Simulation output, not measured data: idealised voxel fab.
voxel local oxidation: a process module
Section cut is 190 nm wide and gridded with 5 nm square cells.
This document writes a cross-section as a grid whose cells are square, and gives it as bands, listed from the top down; one or more rows of cells form a band. The band entry comprises the height of the band's top followed by the height of its bottom, expressed in nm, and subsequently the band's materials from left to right, each stated together with its width in nm. Where a single material is marked with the word "edge to edge", that material fills the band from edge to edge. The word "empty" represents empty space. For the purposes of this specification, 0 denotes the height below which the wafer in its as-received condition is composed wholly of one material, and the lowermost band, lacking a lower limit, extends downward without end, as expressed in "0 and below". A two-number width, for instance "30 to 40", indicates that the width is equal to the first number in the top row of the band and to the second number in the bottom row, and that it changes by a constant amount per row of cells. What does "no alteration" mean for a step? It means no cell of the cross-section changed in that step. "Trapped cavities": sealed empty spaces, 8 cells or more, no open way to top, listed width x height at distance, with distance from the left edge and width, height and distance in nm. What comes after the settings on a step's line is commentary from the simulator itself on that step. overlay nm, on a step with a mask: how far to the right of its planned place the mask lay; to the left if negative.
### Below is the list of planned process steps
step 1: RECEIVE | material Si
step 2: OXIDIZE | depth nm 5
step 3: CONFORMAL_DEP | material SiN | thk nm 15
step 4: MASKED_ETCH | tone cover | mask id ACTIVE | width nm 90 | etch materials SiN | depth nm 15 | overlay nm 0
step 5: SELECTIVE_ETCH | etch materials SiO2 | depth nm 5
step 6: OXIDIZE | depth nm 10
step 7: STRIP | etch materials SiN
### As-received wafer cross-section (after step 1)
0 and below = Si edge to edge
Trapped cavities: none
### Cross-section: first of two wafers, module finished, run according to plan
0 down to -5 = empty: 55 | SiO2: 80 | empty: 55
-5 down to -15 = SiO2: 65 | Si: 60 | SiO2: 65
-15 and below = Si edge to edge
Trapped cavities: none
### Second wafer cross-section at end of module - shared start and plan with the first, one mistake in the run
0 down to -5 = empty: 60 | SiO2: 80 | empty: 50
-5 down to -15 = SiO2: 70 | Si: 60 | SiO2: 60
-15 and below = Si edge to edge
Trapped cavities: none
Against the plan, the run slipped here: step 4 changed vs plan, executed as MASKED_ETCH | tone cover | mask id ACTIVE | width nm 90 | etch materials SiN | depth nm 15 | overlay nm 5
At the end, the second wafer has the same number of cells of each material as the first, but those cells sit in other places.
